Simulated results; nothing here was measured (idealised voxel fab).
Name of the process module below: voxel gate over fins
The cross-section on display is named cut; it measures 255 nm wide, and its cells are 5 nm squares.
A cross-section in this document is a grid of square cells, and it is written down as bands, the top band listed before the ones below it; a band is made up of one or more rows of cells. Band: top height; bottom height; in nm. Then, left to right: material with width in nm, for each material. "all across": a single material spanning edge to edge. "air": empty space. Zero point of the height axis is 0; under it, received wafer = one material. Lowest band: continues down indefinitely, "top 0, no bottom". A width given as "30 to 40" starts at the first number in the band's top row and ends at the second number in its bottom row, shifting by an equal amount at every step from row to row. Given "changes: none" for a step, no cell of the cross-section differs between before and after that step. Basically, "Closed empty spaces" tells you about the enclosed voids: empty spaces with no open way to the top, 8 cells or bigger, each written width x height at distance, where distance is from the left edge, all in nm. On a step's line, text after the settings is the simulator commenting on that step. When a step includes a mask, the "overlay nm" setting on its line states how far to the right of its planned place that mask lay, and negative values state how far to the left.
The process steps that were planned are listed below
1) RECEIVE with material Si
2) CONFORMAL_DEP with material SiN, thk nm 10
3) PATTERN with tone cover, mask id FINS, material resist, width nm 15, pitch nm 35, thk nm 15, overlay nm 0
4) DIRECTIONAL_ETCH with etch materials SiN, depth nm 10
5) DIRECTIONAL_ETCH with etch materials Si, depth nm 30
6) STRIP with etch materials resist
7) OXIDIZE with depth nm 5
8) FILL_DEP with material SiO2, thk nm 10
9) CMP with height nm 10
10) SELECTIVE_ETCH with etch materials SiO2, depth nm 20
11) STRIP with etch materials SiN
12) CONFORMAL_DEP with material HfO2, thk nm 5
13) CONFORMAL_DEP with material TiN, thk nm 5
14) FILL_DEP with material W, thk nm 10
15) CMP with height nm 15
16) CONFORMAL_DEP with material SiCN, thk nm 5
Incoming wafer, cross-sectional view, post step 1
	top 0, no bottom | Si all across
	Closed empty spaces: none
Look at the cross-section after the module: the wafer started out the way shown above and the plan was the one shown above, yet one mistake was made along the way
	top 20, bottom 15 | SiCN all across
	top 15, bottom 10 | W all across
	top 10, bottom 5 | W (80); TiN (25); W (10); TiN (25); W (10); TiN (25); W (80)
	top 5, bottom 0 | W (80); TiN (5); HfO2 (15); TiN (5); W (10); TiN (5); HfO2 (15); TiN (5); W (10); TiN (5); HfO2 (15); TiN (5); W (80)
	top 0, bottom -20 | W (80); TiN (5); HfO2 (5); Si (5); HfO2 (5); TiN (5); W (10); TiN (5); HfO2 (5); Si (5); HfO2 (5); TiN (5); W (10); TiN (5); HfO2 (5); Si (5); HfO2 (5); TiN (5); W (80)
	top -20, bottom -25 | TiN (85); HfO2 (5); Si (5); HfO2 (5); TiN (20); HfO2 (5); Si (5); HfO2 (5); TiN (20); HfO2 (5); Si (5); HfO2 (5); TiN (85)
	top -25, bottom -30 | HfO2 (90); Si (5); HfO2 (30); Si (5); HfO2 (30); Si (5); HfO2 (90)
	top -30, bottom -35 | SiO2 (90); Si (5); SiO2 (30); Si (5); SiO2 (30); Si (5); SiO2 (90)
	top -35, no bottom | Si all across
	Closed empty spaces: none
Against the plan, the run slipped here: plan step 10 was conducted twice
